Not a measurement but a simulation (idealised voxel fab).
process module | voxel self aligned vias
cross-section cut | 230 nm wide | cells 5 nm
A cross-section is a grid of square cells, given in bands from the top down. A band is one or more rows of cells.
Each band's line starts with the height of the band's top and of its bottom, in nm. Then come its materials from left to right, each with its width in nm. One material with "throughout" fills the band from edge to edge. "air" is empty space.
Height 0 is the level under which the wafer as received is all one material. The lowest band goes on downwards, as in "0 down".
A width such as "30 to 40" changes by the same amount from each row of cells to the next, from the band's top row to its bottom row.
"no change" after a step means that no cell of the cross-section changed.
closed voids: empty space of 8 cells or more with no open way to the top, each as width x height at its distance from the left edge, in nm
after a step's settings: what the simulator itself notes on the step
overlay nm, on a step with a mask: how far to the right of its planned place the mask lay; to the left if negative
plan
1 op RECEIVE | material Si
2 op CONFORMAL_DEP | material SiO2 | thk nm 15
3 op CONFORMAL_DEP | material SiCN | thk nm 5
4 op DIRECTIONAL_DEP | material SiO2 | thk nm 30
5 op MASKED_ETCH | tone open | mask id LINES | width nm 30 | pitch nm 65 | etch materials SiO2 | depth nm 30 | overlay nm 0
6 op CONFORMAL_DEP | material TiN | thk nm 5
7 op FILL_DEP | material Ru | thk nm 5
8 op CMP | height nm 50
9 op SELECTIVE_ETCH | etch materials W Ru TiN | depth nm 10
10 op FILL_DEP | material SiN | thk nm 5
11 op CMP | height nm 50
12 op DIRECTIONAL_DEP | material SiO2 | thk nm 20
13 op MASKED_ETCH | tone open | mask id VIAS | width nm 40 | pitch nm 130 | etch materials SiO2 | depth nm 20 | overlay nm 0
14 op MASKED_ETCH | tone open | mask id VIAS | width nm 40 | pitch nm 130 | etch materials SiN | depth nm 10 | overlay nm 0
15 op CONFORMAL_DEP | material TiN | thk nm 5
16 op FILL_DEP | material Ru | thk nm 5
17 op CMP | height nm 70
18 op CONFORMAL_DEP | material SiN | thk nm 5
first wafer, as planned
as received, after step 1
  0 down: Si throughout
  closed voids: none
after step 2
  15 to 0: SiO2 throughout
  below 0: unchanged
after step 3
  20 to 15: SiCN throughout
  below 15: unchanged
after step 4
  50 to 20: SiO2 throughout
  below 20: unchanged
after step 5
  50 to 20: SiO2 35 | air 30 | SiO2 35 | air 30 | SiO2 35 | air 30 | SiO2 35
  below 20: unchanged
after step 6
  55 to 50: TiN 40 | air 20 | TiN 45 | air 20 | TiN 45 | air 20 | TiN 40
  50 to 25: SiO2 35 | TiN 5 | air 20 | TiN 5 | SiO2 35 | TiN 5 | air 20 | TiN 5 | SiO2 35 | TiN 5 | air 20 | TiN 5 | SiO2 35
  25 to 20: SiO2 35 | TiN 30 | SiO2 35 | TiN 30 | SiO2 35 | TiN 30 | SiO2 35
  below 20: unchanged
after step 7
  60 to 55: Ru throughout
  55 to 50: TiN 40 | Ru 20 | TiN 45 | Ru 20 | TiN 45 | Ru 20 | TiN 40
  50 to 25: SiO2 35 | TiN 5 | Ru 20 | TiN 5 | SiO2 35 | TiN 5 | Ru 20 | TiN 5 | SiO2 35 | TiN 5 | Ru 20 | TiN 5 | SiO2 35
  below 25: unchanged
after step 8
  50 to 25: SiO2 35 | TiN 5 | Ru 20 | TiN 5 | SiO2 35 | TiN 5 | Ru 20 | TiN 5 | SiO2 35 | TiN 5 | Ru 20 | TiN 5 | SiO2 35
  below 25: unchanged
after step 9
  50 to 40: SiO2 35 | air 30 | SiO2 35 | air 30 | SiO2 35 | air 30 | SiO2 35
  below 40: unchanged
after step 10
  55 to 50: SiN throughout
  50 to 40: SiO2 35 | SiN 30 | SiO2 35 | SiN 30 | SiO2 35 | SiN 30 | SiO2 35
  below 40: unchanged
after step 11
  50 to 40: SiO2 35 | SiN 30 | SiO2 35 | SiN 30 | SiO2 35 | SiN 30 | SiO2 35
  below 40: unchanged
after step 12
  70 to 50: SiO2 throughout
  below 50: unchanged
after step 13
  70 to 50: SiO2 30 | air 40 | SiO2 90 | air 40 | SiO2 30
  below 50: unchanged
after step 14
  70 to 50: SiO2 30 | air 40 | SiO2 90 | air 40 | SiO2 30
  50 to 40: SiO2 35 | air 30 | SiO2 35 | SiN 30 | SiO2 35 | air 30 | SiO2 35
  below 40: unchanged
after step 15
  75 to 70: TiN 35 | air 30 | TiN 100 | air 30 | TiN 35
  70 to 55: SiO2 30 | TiN 5 | air 30 | TiN 5 | SiO2 90 | TiN 5 | air 30 | TiN 5 | SiO2 30
  55 to 50: SiO2 30 | TiN 10 | air 20 | TiN 10 | SiO2 90 | TiN 10 | air 20 | TiN 10 | SiO2 30
  50 to 45: SiO2 35 | TiN 5 | air 20 | TiN 5 | SiO2 35 | SiN 30 | SiO2 35 | TiN 5 | air 20 | TiN 5 | SiO2 35
  45 to 40: SiO2 35 | TiN 30 | SiO2 35 | SiN 30 | SiO2 35 | TiN 30 | SiO2 35
  below 40: unchanged
after step 16
  80 to 75: Ru throughout
  75 to 70: TiN 35 | Ru 30 | TiN 100 | Ru 30 | TiN 35
  70 to 55: SiO2 30 | TiN 5 | Ru 30 | TiN 5 | SiO2 90 | TiN 5 | Ru 30 | TiN 5 | SiO2 30
  55 to 50: SiO2 30 | TiN 10 | Ru 20 | TiN 10 | SiO2 90 | TiN 10 | Ru 20 | TiN 10 | SiO2 30
  50 to 45: SiO2 35 | TiN 5 | Ru 20 | TiN 5 | SiO2 35 | SiN 30 | SiO2 35 | TiN 5 | Ru 20 | TiN 5 | SiO2 35
  below 45: unchanged
after step 17
  70 to 55: SiO2 30 | TiN 5 | Ru 30 | TiN 5 | SiO2 90 | TiN 5 | Ru 30 | TiN 5 | SiO2 30
  below 55: unchanged
after step 18
  75 to 70: SiN throughout
  below 70: unchanged
second wafer: like start, like plan, one mistake. Through step 8 it matches the first wafer
when step 9 should have ended
  50 to 40: SiO2 35 | air 5 | Ru 20 | air 5 | SiO2 35 | air 5 | Ru 20 | air 5 | SiO2 35 | air 5 | Ru 20 | air 5 | SiO2 35
  below 40: unchanged
when step 10 should have ended
  55 to 50: SiN throughout
  50 to 40: SiO2 35 | SiN 5 | Ru 20 | SiN 5 | SiO2 35 | SiN 5 | Ru 20 | SiN 5 | SiO2 35 | SiN 5 | Ru 20 | SiN 5 | SiO2 35
  below 40: unchanged
when step 11 should have ended
  50 to 40: SiO2 35 | SiN 5 | Ru 20 | SiN 5 | SiO2 35 | SiN 5 | Ru 20 | SiN 5 | SiO2 35 | SiN 5 | Ru 20 | SiN 5 | SiO2 35
  below 40: unchanged
when step 12 should have ended
  70 to 50: SiO2 throughout
  below 50: unchanged
when step 13 should have ended
  70 to 50: SiO2 30 | air 40 | SiO2 90 | air 40 | SiO2 30
  below 50: unchanged
when step 14 should have ended
  70 to 50: SiO2 30 | air 40 | SiO2 90 | air 40 | SiO2 30
  50 to 40: SiO2 35 | air 5 | Ru 20 | air 5 | SiO2 35 | SiN 5 | Ru 20 | SiN 5 | SiO2 35 | air 5 | Ru 20 | air 5 | SiO2 35
  below 40: unchanged
when step 15 should have ended
  75 to 70: TiN 35 | air 30 | TiN 100 | air 30 | TiN 35
  70 to 55: SiO2 30 | TiN 5 | air 30 | TiN 5 | SiO2 90 | TiN 5 | air 30 | TiN 5 | SiO2 30
  55 to 50: SiO2 30 | TiN 40 | SiO2 90 | TiN 40 | SiO2 30
  50 to 40: SiO2 35 | TiN 5 | Ru 20 | TiN 5 | SiO2 35 | SiN 5 | Ru 20 | SiN 5 | SiO2 35 | TiN 5 | Ru 20 | TiN 5 | SiO2 35
  below 40: unchanged
when step 16 should have ended
  80 to 75: Ru throughout
  75 to 70: TiN 35 | Ru 30 | TiN 100 | Ru 30 | TiN 35
  70 to 55: SiO2 30 | TiN 5 | Ru 30 | TiN 5 | SiO2 90 | TiN 5 | Ru 30 | TiN 5 | SiO2 30
  below 55: unchanged
when step 17 should have ended
  70 to 55: SiO2 30 | TiN 5 | Ru 30 | TiN 5 | SiO2 90 | TiN 5 | Ru 30 | TiN 5 | SiO2 30
  below 55: unchanged
when step 18 should have ended
  75 to 70: SiN throughout
  below 70: unchanged
what went wrong: step 9 ran as: op SELECTIVE_ETCH | etch materials TiN | depth nm 10
at the end the second wafer has, in cells: 8 more of Ru | 8 fewer of SiN
